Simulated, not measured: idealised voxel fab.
process module | voxel capacitor over wiring
cross-section cut | 200 nm wide | cells 5 nm
A cross-section is a grid of square cells, given in bands from the top down. A band is one or more rows of cells.
Each band's line starts with the height of the band's top and of its bottom, in nm. Then come its materials from left to right, each with its width in nm. One material with "throughout" fills the band from edge to edge. "air" is empty space.
Height 0 is the level under which the wafer as received is all one material. The lowest band goes on downwards, as in "0 down".
A width such as "30 to 40" changes by the same amount from each row of cells to the next, from the band's top row to its bottom row.
"no change" after a step means that no cell of the cross-section changed.
closed voids: empty space of 8 cells or more with no open way to the top, each as width x height at its distance from the left edge, in nm
after a step's settings: what the simulator itself notes on the step
overlay nm, on a step with a mask: how far to the right of its planned place the mask lay; to the left if negative
plan
1 op RECEIVE | material Si
2 op CONFORMAL_DEP | material SiO2 | thk nm 15
3 op CONFORMAL_DEP | material SiCN | thk nm 5
4 op DIRECTIONAL_DEP | material lowk | thk nm 20
5 op PATTERN | tone open | mask id METAL_1 | material resist | width nm 30 | pitch nm 80 | thk nm 20 | overlay nm 0
6 op DIRECTIONAL_ETCH | etch materials lowk | depth nm 20
7 op DIRECTIONAL_ETCH | etch materials SiCN | depth nm 5
8 op STRIP | etch materials resist
9 op CONFORMAL_DEP | material TiN | thk nm 5
10 op FILL_DEP | material Cu | thk nm 5
11 op CMP | height nm 40
12 op CONFORMAL_DEP | material SiCN | thk nm 5
13 op DIRECTIONAL_DEP | material lowk | thk nm 10
14 op MASKED_ETCH | tone open | mask id PLUG_1 | width nm 15 | etch materials lowk | depth nm 10 | overlay nm 0
15 op MASKED_ETCH | tone open | mask id PLUG_1 | width nm 15 | etch materials SiCN | depth nm 5 | overlay nm 0
16 op EPI | material Ru | thk nm 10
17 op EPI | material Ru | thk nm 5
18 op DIRECTIONAL_DEP | material TiN | thk nm 10
19 op DIRECTIONAL_DEP | material Al2O3 | thk nm 5
20 op DIRECTIONAL_DEP | material TiN | thk nm 5
21 op PATTERN | tone cover | mask id UPPER_PLATE | material resist | width nm 55 | thk nm 15 | overlay nm 0
22 op DIRECTIONAL_ETCH | etch materials TiN | depth nm 5
23 op DIRECTIONAL_ETCH | etch materials Al2O3 | depth nm 5
24 op STRIP | etch materials resist
25 op MASKED_ETCH | tone cover | mask id LOWER_PLATE | width nm 65 | etch materials TiN | depth nm 10 | overlay nm 0
26 op FILL_DEP | material SiO2 | thk nm 15
27 op CMP | height nm 85
28 op PATTERN | tone open | mask id PLUG_2 | material resist | width nm 15 | thk nm 15 | overlay nm 0
29 op DIRECTIONAL_ETCH | etch materials SiO2 | depth nm 10
30 op STRIP | etch materials resist
31 op CONFORMAL_DEP | material TiN | thk nm 5
32 op FILL_DEP | material W | thk nm 10
33 op CMP | height nm 85
34 op CONFORMAL_DEP | material SiN | thk nm 5
as received, after step 1
  0 down: Si throughout
  closed voids: none
a wafer at the end: this start, this plan, one mistake
  90 to 85: SiN throughout
  85 to 80: SiO2 70 | TiN 5 | W 5 | TiN 5 | SiO2 115
  80 to 70: SiO2 70 to 60 | TiN 15 to 55 | SiO2 115 to 85
  70 to 65: SiO2 60 | Al2O3 55 | SiO2 85
  65 to 55: SiO2 55 | TiN 65 | SiO2 80
  55 to 45: lowk 60 | Ru 15 | lowk 125
  45 to 40: SiCN 60 | Ru 15 | SiCN 125
  40 to 35: lowk 45 | TiN 5 | Cu 20 | TiN 5 | lowk 50 | TiN 5 | Cu 20 | TiN 5 | lowk 45
  35 to 30: SiCN 45 | TiN 30 | SiCN 50 | TiN 30 | SiCN 45
  30 to 0: SiO2 throughout
  0 down: Si throughout
  closed voids: none
what went wrong: step 2 was run twice
